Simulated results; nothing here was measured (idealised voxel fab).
process module | voxel capacitor over wiring
Cross-sectional view cut (width: 290 nm; square cell size: 5 nm).
Each cross-section below is a grid of square cells, stated as bands in top-down order, with one or more rows of cells making up each band. Heights first: top, then bottom, in nm. Then materials, left to right, each with a width in nm. "edge to edge" on a single material: fills the band edge to edge. "blank": empty space. Height is counted from the level 0, under which the received wafer is composed throughout of one material. The lowest of the bands is not closed at the bottom but continues downward, in the notation "0 down". With a width like "30->40", each row of cells in the band differs from the next by the same amount, the top row carrying the first number and the bottom row the second. Take "identical to before" at face value: in the step it is given for, the cross-section changed in none of its cells. "Enclosed void listing" lists enclosed empty spaces (at least 8 cells, no open path upward to the top), each as width x height at distance from the left edge, in nm. Formally, on a step line, whatever follows the settings is a remark that the simulator itself makes on the step. overlay nm: how far to the right of its planned place the mask lay on this masked step (negative: to the left).

# Here's what the planned process steps look like
1 RECEIVE [material Si]
2 CONFORMAL_DEP [material SiO2] [thk nm 10]
3 CONFORMAL_DEP [material SiCN] [thk nm 5]
4 DIRECTIONAL_DEP [material SiO2] [thk nm 25]
5 PATTERN [tone open] [mask id METAL_1] [material resist] [width nm 20] [pitch nm 80] [thk nm 15] [overlay nm 0]
6 DIRECTIONAL_ETCH [etch materials SiO2] [depth nm 25]
7 DIRECTIONAL_ETCH [etch materials SiCN] [depth nm 5]
8 STRIP [etch materials resist]
9 CONFORMAL_DEP [material TiN] [thk nm 5]
10 FILL_DEP [material Cu] [thk nm 10]
11 CMP [height nm 40]
12 CONFORMAL_DEP [material SiCN] [thk nm 5]
13 DIRECTIONAL_DEP [material lowk] [thk nm 15]
14 MASKED_ETCH [tone open] [mask id PLUG_1] [width nm 15] [etch materials lowk] [depth nm 15] [overlay nm 0]
15 MASKED_ETCH [tone open] [mask id PLUG_1] [width nm 15] [etch materials SiCN] [depth nm 5] [overlay nm 0]
16 CONFORMAL_DEP [material TiN] [thk nm 5]
17 FILL_DEP [material Cu] [thk nm 10]
18 CMP [height nm 60]
19 DIRECTIONAL_DEP [material TiN] [thk nm 10]
20 DIRECTIONAL_DEP [material Al2O3] [thk nm 5]
21 DIRECTIONAL_DEP [material TiN] [thk nm 5]
22 DIRECTIONAL_DEP [material aC] [thk nm 15]
23 PATTERN [tone cover] [mask id UPPER_PLATE] [material resist] [width nm 65] [thk nm 35] [overlay nm 0]
24 DIRECTIONAL_ETCH [etch materials aC] [depth nm 15]
25 STRIP [etch materials resist]
26 DIRECTIONAL_ETCH [etch materials TiN] [depth nm 5]
27 DIRECTIONAL_ETCH [etch materials Al2O3] [depth nm 5]
28 STRIP [etch materials aC]
29 PATTERN [tone cover] [mask id LOWER_PLATE] [material resist] [width nm 75] [thk nm 20] [overlay nm 0]
30 DIRECTIONAL_ETCH [etch materials TiN] [depth nm 10]
31 STRIP [etch materials resist]
32 FILL_DEP [material SiO2] [thk nm 15]
33 CMP [height nm 90]
34 DIRECTIONAL_DEP [material aC] [thk nm 10]
35 PATTERN [tone open] [mask id PLUG_2] [material resist] [width nm 15] [thk nm 25] [overlay nm 0]
36 DIRECTIONAL_ETCH [etch materials aC] [depth nm 10]
37 STRIP [etch materials resist]
38 DIRECTIONAL_ETCH [etch materials SiO2] [depth nm 10]
39 STRIP [etch materials aC]
40 CONFORMAL_DEP [material TiN] [thk nm 5]
41 FILL_DEP [material Ru] [thk nm 5]
42 CMP [height nm 90]
43 CONFORMAL_DEP [material SiN] [thk nm 5]

# First wafer, two in total, run as planned

# as received, after step 1
	0 down: Si edge to edge
	Enclosed void listing: none

# Cross-section of the wafer subsequent to step 2
	10 to 0: SiO2 edge to edge
	Rest of section, below 0: as before.

# Cross-section of the wafer subsequent to step 3
	15 to 10: SiCN edge to edge
	Rest of section, below 10: as before.

# Cross-section of the wafer subsequent to step 4
	40 to 15: SiO2 edge to edge
	Rest of section, below 15: as before.

# Cross-section of the wafer subsequent to step 5
	55 to 40: 95 nm resist / 20 nm blank / 60 nm resist / 20 nm blank / 95 nm resist
	Rest of section, below 40: as before.

# Cross-section of the wafer subsequent to step 6
	55 to 40: 95 nm resist / 20 nm blank / 60 nm resist / 20 nm blank / 95 nm resist
	40 to 15: 95 nm SiO2 / 20 nm blank / 60 nm SiO2 / 20 nm blank / 95 nm SiO2
	Rest of section, below 15: as before.

# Cross-section of the wafer subsequent to step 7
	55 to 40: 95 nm resist / 20 nm blank / 60 nm resist / 20 nm blank / 95 nm resist
	40 to 15: 95 nm SiO2 / 20 nm blank / 60 nm SiO2 / 20 nm blank / 95 nm SiO2
	15 to 10: 95 nm SiCN / 20 nm blank / 60 nm SiCN / 20 nm blank / 95 nm SiCN
	Rest of section, below 10: as before.

# Cross-section of the wafer subsequent to step 8
	40 to 15: 95 nm SiO2 / 20 nm blank / 60 nm SiO2 / 20 nm blank / 95 nm SiO2
	Rest of section, below 15: as before.

# Cross-section of the wafer subsequent to step 9
	45 to 40: 100 nm TiN / 10 nm blank / 70 nm TiN / 10 nm blank / 100 nm TiN
	40 to 15: 95 nm SiO2 / 5 nm TiN / 10 nm blank / 5 nm TiN / 60 nm SiO2 / 5 nm TiN / 10 nm blank / 5 nm TiN / 95 nm SiO2
	15 to 10: 95 nm SiCN / 20 nm TiN / 60 nm SiCN / 20 nm TiN / 95 nm SiCN
	Rest of section, below 10: as before.

# Cross-section of the wafer subsequent to step 10
	55 to 45: Cu edge to edge
	45 to 40: 100 nm TiN / 10 nm Cu / 70 nm TiN / 10 nm Cu / 100 nm TiN
	40 to 15: 95 nm SiO2 / 5 nm TiN / 10 nm Cu / 5 nm TiN / 60 nm SiO2 / 5 nm TiN / 10 nm Cu / 5 nm TiN / 95 nm SiO2
	Rest of section, below 15: as before.

# Cross-section of the wafer subsequent to step 11
	40 to 15: 95 nm SiO2 / 5 nm TiN / 10 nm Cu / 5 nm TiN / 60 nm SiO2 / 5 nm TiN / 10 nm Cu / 5 nm TiN / 95 nm SiO2
	Rest of section, below 15: as before.

# Cross-section of the wafer subsequent to step 12
	45 to 40: SiCN edge to edge
	Rest of section, below 40: as before.

# Cross-section of the wafer subsequent to step 13
	60 to 45: lowk edge to edge
	Rest of section, below 45: as before.

# Cross-section of the wafer subsequent to step 14
	60 to 45: 100 nm lowk / 15 nm blank / 175 nm lowk
	Rest of section, below 45: as before.

# Cross-section of the wafer subsequent to step 15
	60 to 45: 100 nm lowk / 15 nm blank / 175 nm lowk
	45 to 40: 100 nm SiCN / 15 nm blank / 175 nm SiCN
	Rest of section, below 40: as before.

# Cross-section of the wafer subsequent to step 16
	65 to 60: 105 nm TiN / 5 nm blank / 180 nm TiN
	60 to 45: 100 nm lowk / 5 nm TiN / 5 nm blank / 5 nm TiN / 175 nm lowk
	45 to 40: 100 nm SiCN / 15 nm TiN / 175 nm SiCN
	Rest of section, below 40: as before.

# Cross-section of the wafer subsequent to step 17
	75 to 65: Cu edge to edge
	65 to 60: 105 nm TiN / 5 nm Cu / 180 nm TiN
	60 to 45: 100 nm lowk / 5 nm TiN / 5 nm Cu / 5 nm TiN / 175 nm lowk
	Rest of section, below 45: as before.

# Cross-section of the wafer subsequent to step 18
	60 to 45: 100 nm lowk / 5 nm TiN / 5 nm Cu / 5 nm TiN / 175 nm lowk
	Rest of section, below 45: as before.

# Cross-section of the wafer subsequent to step 19
	70 to 60: TiN edge to edge
	Rest of section, below 60: as before.

# Cross-section of the wafer subsequent to step 20
	75 to 70: Al2O3 edge to edge
	Rest of section, below 70: as before.

# Cross-section of the wafer subsequent to step 21
	80 to 75: TiN edge to edge
	Rest of section, below 75: as before.

# Cross-section of the wafer subsequent to step 22
	95 to 80: aC edge to edge
	Rest of section, below 80: as before.

# Cross-section of the wafer subsequent to step 23
	130 to 95: 100 nm blank / 65 nm resist / 125 nm blank
	Rest of section, below 95: as before.

# Cross-section of the wafer subsequent to step 24
	115 to 95: 100 nm blank / 65 nm resist / 125 nm blank
	95 to 80: 100 nm blank / 65 nm aC / 125 nm blank
	Rest of section, below 80: as before.

# Cross-section of the wafer subsequent to step 25
	95 to 80: 100 nm blank / 65 nm aC / 125 nm blank
	Rest of section, below 80: as before.

# Cross-section of the wafer subsequent to step 26
	95 to 80: 100 nm blank / 65 nm aC / 125 nm blank
	80 to 75: 100 nm blank / 65 nm TiN / 125 nm blank
	Rest of section, below 75: as before.

# Cross-section of the wafer subsequent to step 27
	95 to 80: 100 nm blank / 65 nm aC / 125 nm blank
	80 to 75: 100 nm blank / 65 nm TiN / 125 nm blank
	75 to 70: 100 nm blank / 65 nm Al2O3 / 125 nm blank
	Rest of section, below 70: as before.

# Cross-section of the wafer subsequent to step 28
	80 to 75: 100 nm blank / 65 nm TiN / 125 nm blank
	Rest of section, below 75: as before.

# Cross-section of the wafer subsequent to step 29
	100 to 80: 95 nm blank / 75 nm resist / 120 nm blank
	80 to 75: 95 nm blank / 5 nm resist / 65 nm TiN / 5 nm resist / 120 nm blank
	75 to 70: 95 nm blank / 5 nm resist / 65 nm Al2O3 / 5 nm resist / 120 nm blank
	Rest of section, below 70: as before.

# Cross-section of the wafer subsequent to step 30
	100 to 80: 95 nm blank / 75 nm resist / 120 nm blank
	80 to 75: 95 nm blank / 5 nm resist / 65 nm TiN / 5 nm resist / 120 nm blank
	75 to 70: 95 nm blank / 5 nm resist / 65 nm Al2O3 / 5 nm resist / 120 nm blank
	70 to 60: 95 nm blank / 75 nm TiN / 120 nm blank
	Rest of section, below 60: as before.

# Cross-section of the wafer subsequent to step 31
	80 to 75: 100 nm blank / 65 nm TiN / 125 nm blank
	75 to 70: 100 nm blank / 65 nm Al2O3 / 125 nm blank
	Rest of section, below 70: as before.

# Cross-section of the wafer subsequent to step 32
	95 to 80: SiO2 edge to edge
	80 to 75: 100 nm SiO2 / 65 nm TiN / 125 nm SiO2
	75 to 70: 100 nm SiO2 / 65 nm Al2O3 / 125 nm SiO2
	70 to 60: 95 nm SiO2 / 75 nm TiN / 120 nm SiO2
	Rest of section, below 60: as before.

# Cross-section of the wafer subsequent to step 33
	90 to 80: SiO2 edge to edge
	Rest of section, below 80: as before.

# Cross-section of the wafer subsequent to step 34
	100 to 90: aC edge to edge
	Rest of section, below 90: as before.

# Cross-section of the wafer subsequent to step 35
	125 to 100: 110 nm resist / 15 nm blank / 165 nm resist
	Rest of section, below 100: as before.

# Cross-section of the wafer subsequent to step 36
	115 to 100: 110 nm resist / 15 nm blank / 165 nm resist
	100 to 90: 110 nm aC / 15 nm blank / 165 nm aC
	Rest of section, below 90: as before.

# Cross-section of the wafer subsequent to step 37
	100 to 90: 110 nm aC / 15 nm blank / 165 nm aC
	Rest of section, below 90: as before.

# Cross-section of the wafer subsequent to step 38
	100 to 90: 110 nm aC / 15 nm blank / 165 nm aC
	90 to 80: 110 nm SiO2 / 15 nm blank / 165 nm SiO2
	Rest of section, below 80: as before.

# Cross-section of the wafer subsequent to step 39
	90 to 80: 110 nm SiO2 / 15 nm blank / 165 nm SiO2
	Rest of section, below 80: as before.

# Cross-section of the wafer subsequent to step 40
	95 to 90: 115 nm TiN / 5 nm blank / 170 nm TiN
	90 to 85: 110 nm SiO2 / 5 nm TiN / 5 nm blank / 5 nm TiN / 165 nm SiO2
	85 to 75: 110->100 nm SiO2 / 15->65 nm TiN / 165->125 nm SiO2
	Rest of section, below 75: as before.

# Cross-section of the wafer subsequent to step 41
	100 to 95: Ru edge to edge
	95 to 90: 115 nm TiN / 5 nm Ru / 170 nm TiN
	90 to 85: 110 nm SiO2 / 5 nm TiN / 5 nm Ru / 5 nm TiN / 165 nm SiO2
	Rest of section, below 85: as before.

# Cross-section of the wafer subsequent to step 42
	90 to 85: 110 nm SiO2 / 5 nm TiN / 5 nm Ru / 5 nm TiN / 165 nm SiO2
	Rest of section, below 85: as before.

# Cross-section of the wafer subsequent to step 43
	95 to 90: SiN edge to edge
	Rest of section, below 90: as before.

# The second wafer: identical to the first at the outset and in its planned sequence, differing only in that one mistake was made during processing; up to and including step 19, its path is the first wafer's path

# Second wafer, cut view, end of step 20 per plan
	75 to 60: TiN edge to edge
	Rest of section, below 60: as before.

# Second wafer, cut view, end of step 21 per plan
	80 to 75: Al2O3 edge to edge
	Rest of section, below 75: as before.

# Second wafer, cut view, end of step 22 per plan
	95 to 80: aC edge to edge
	Rest of section, below 80: as before.

# Second wafer, cut view, end of step 23 per plan
	130 to 95: 100 nm blank / 65 nm resist / 125 nm blank
	Rest of section, below 95: as before.

# Second wafer, cut view, end of step 24 per plan
	115 to 95: 100 nm blank / 65 nm resist / 125 nm blank
	95 to 80: 100 nm blank / 65 nm aC / 125 nm blank
	Rest of section, below 80: as before.

# Second wafer, cut view, end of step 25 per plan
	95 to 80: 100 nm blank / 65 nm aC / 125 nm blank
	Rest of section, below 80: as before.

Second wafer, cut view, end of step 26 per plan: identical to before

# Second wafer, cut view, end of step 27 per plan
	95 to 80: 100 nm blank / 65 nm aC / 125 nm blank
	80 to 75: 100 nm blank / 65 nm Al2O3 / 125 nm blank
	Rest of section, below 75: as before.

# Second wafer, cut view, end of step 28 per plan
	80 to 75: 100 nm blank / 65 nm Al2O3 / 125 nm blank
	Rest of section, below 75: as before.

# Second wafer, cut view, end of step 29 per plan
	100 to 80: 95 nm blank / 75 nm resist / 120 nm blank
	80 to 75: 95 nm blank / 5 nm resist / 65 nm Al2O3 / 5 nm resist / 120 nm blank
	Rest of section, below 75: as before.

# Second wafer, cut view, end of step 30 per plan
	100 to 80: 95 nm blank / 75 nm resist / 120 nm blank
	80 to 75: 95 nm blank / 5 nm resist / 65 nm Al2O3 / 5 nm resist / 120 nm blank
	75 to 65: 95 nm blank / 75 nm TiN / 120 nm blank
	Rest of section, below 65: as before.

# Second wafer, cut view, end of step 31 per plan
	80 to 75: 100 nm blank / 65 nm Al2O3 / 125 nm blank
	Rest of section, below 75: as before.

# Second wafer, cut view, end of step 32 per plan
	95 to 80: SiO2 edge to edge
	80 to 75: 100 nm SiO2 / 65 nm Al2O3 / 125 nm SiO2
	75 to 65: 95 nm SiO2 / 75 nm TiN / 120 nm SiO2
	Rest of section, below 65: as before.

# Second wafer, cut view, end of step 33 per plan
	90 to 80: SiO2 edge to edge
	Rest of section, below 80: as before.

# Second wafer, cut view, end of step 34 per plan
	100 to 90: aC edge to edge
	Rest of section, below 90: as before.

# Second wafer, cut view, end of step 35 per plan
	125 to 100: 110 nm resist / 15 nm blank / 165 nm resist
	Rest of section, below 100: as before.

# Second wafer, cut view, end of step 36 per plan
	115 to 100: 110 nm resist / 15 nm blank / 165 nm resist
	100 to 90: 110 nm aC / 15 nm blank / 165 nm aC
	Rest of section, below 90: as before.

# Second wafer, cut view, end of step 37 per plan
	100 to 90: 110 nm aC / 15 nm blank / 165 nm aC
	Rest of section, below 90: as before.

# Second wafer, cut view, end of step 38 per plan
	100 to 90: 110 nm aC / 15 nm blank / 165 nm aC
	90 to 80: 110 nm SiO2 / 15 nm blank / 165 nm SiO2
	Rest of section, below 80: as before.

# Second wafer, cut view, end of step 39 per plan
	90 to 80: 110 nm SiO2 / 15 nm blank / 165 nm SiO2
	Rest of section, below 80: as before.

# Second wafer, cut view, end of step 40 per plan
	95 to 90: 115 nm TiN / 5 nm blank / 170 nm TiN
	90 to 85: 110 nm SiO2 / 5 nm TiN / 5 nm blank / 5 nm TiN / 165 nm SiO2
	85 to 80: 110 nm SiO2 / 15 nm TiN / 165 nm SiO2
	Rest of section, below 80: as before.

# Second wafer, cut view, end of step 41 per plan
	100 to 95: Ru edge to edge
	95 to 90: 115 nm TiN / 5 nm Ru / 170 nm TiN
	90 to 85: 110 nm SiO2 / 5 nm TiN / 5 nm Ru / 5 nm TiN / 165 nm SiO2
	Rest of section, below 85: as before.

# Second wafer, cut view, end of step 42 per plan
	90 to 85: 110 nm SiO2 / 5 nm TiN / 5 nm Ru / 5 nm TiN / 165 nm SiO2
	Rest of section, below 85: as before.

# Second wafer, cut view, end of step 43 per plan
	95 to 90: SiN edge to edge
	Rest of section, below 90: as before.
Which mistake was made when the wafer was run? the processing plan was not followed for steps 20 and 21, which were run with their positions exchanged
at the end the second wafer has, in cells: SiO2: 45 fewer | TiN: 45 more
